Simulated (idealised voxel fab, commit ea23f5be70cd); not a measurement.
Process module heading - voxel ribs on slabs
cross-section cut | 270 nm wide | cells 5 nm
A cross-section is written here as square cells arranged in a grid, and it is given in bands from the top down, each band taking up one or more rows of cells. This entry defines a band. It first specifies the height of the band's top and the height of its bottom in nm, and then specifies the band's materials from left to right, stating each material with its width in nm. The word "edge to edge" identifies a single material that fills the band from edge to edge, while the word "blank" identifies empty space. The reference from which all heights are counted is 0, the level beneath which the as-received wafer is entirely one material; the lowest band, having no lower bound, proceeds downward and is written after the example "0 -> down". Graded width ("30..40"): value in top row of band = first number; value in bottom row = second number; row-to-row change constant. "left unchanged" means the step left every cell of the cross-section as it was. "Entrapped voids" specifies each empty space that is not open to the top and that occupies no fewer than 8 cells, using the form width x height at distance, the distance measured from the left edge and all three quantities in nm. Whatever follows a step's settings on its line is a remark the simulator itself makes about that step. overlay nm: right-of-plan distance of the mask on a masked step; negative values mean left-of-plan.
**List of planned process steps**
1. RECEIVE [material Si]
2. DIRECTIONAL_DEP [material SiO2] [thk nm 30]
3. DIRECTIONAL_DEP [material SiN] [thk nm 20]
4. PATTERN [tone cover] [mask id RIB] [material resist] [width nm 25] [thk nm 20] [overlay nm 0]
5. DIRECTIONAL_ETCH [etch materials SiN] [depth nm 15]
6. STRIP [etch materials resist]
7. PATTERN [tone cover] [mask id SLAB] [material resist] [width nm 55] [thk nm 20] [overlay nm 0]
8. DIRECTIONAL_ETCH [etch materials SiN] [depth nm 5]
9. STRIP [etch materials resist]
10. FILL_DEP [material SiO2] [thk nm 15]
11. CMP [height nm 60]
12. DIRECTIONAL_DEP [material W] [thk nm 10]
13. MASKED_ETCH [tone cover] [mask id HEATER] [width nm 35] [etch materials W] [depth nm 10] [overlay nm 0]
14. CONFORMAL_DEP [material SiN] [thk nm 5]
**Shown in cross-section is the wafer as received, that is, as it stands after step 1**
0 -> down = Si edge to edge
Entrapped voids: none
**Run as planned - first of the two wafers cross-sectioned at the end of the module**
75 -> 70 = blank: 110  SiN: 45  blank: 115
70 -> 65 = blank: 110  SiN: 5  W: 35  SiN: 5  blank: 115
65 -> 60 = SiN: 115  W: 35  SiN: 120
60 -> 50 = SiO2 edge to edge
50 -> 35 = SiO2: 120  SiN: 25  SiO2: 125
35 -> 30 = SiO2: 105  SiN: 55  SiO2: 110
30 -> 0 = SiO2 edge to edge
0 -> down = Si edge to edge
Entrapped voids: none
**Cross-section of the latter of the two wafers at module completion. It had an identical start and an identical plan to the former; in running it, one mistake was made**
75 -> 70 = blank: 110  SiN: 45  blank: 115
70 -> 65 = blank: 110  SiN: 5  W: 35  SiN: 5  blank: 115
65 -> 60 = SiN: 115  W: 35  SiN: 120
60 -> 50 = SiO2 edge to edge
50 -> 45 = SiO2: 105  SiN: 15  SiO2: 25  SiN: 15  SiO2: 110
45 -> 35 = SiN: 120  SiO2: 25  SiN: 125
35 -> 30 = SiN edge to edge
30 -> 0 = SiO2 edge to edge
0 -> down = Si edge to edge
Entrapped voids: none
Deviation noted in wafer processing: in deviation from the planned setting, step 4 was conducted as PATTERN [tone open] [mask id RIB] [material resist] [width nm 25] [thk nm 20] [overlay nm 0]
Bottom line after processing is that, in cells, the second wafer is up or down on some materials versus the first: 132 more of SiN; 132 fewer of SiO2
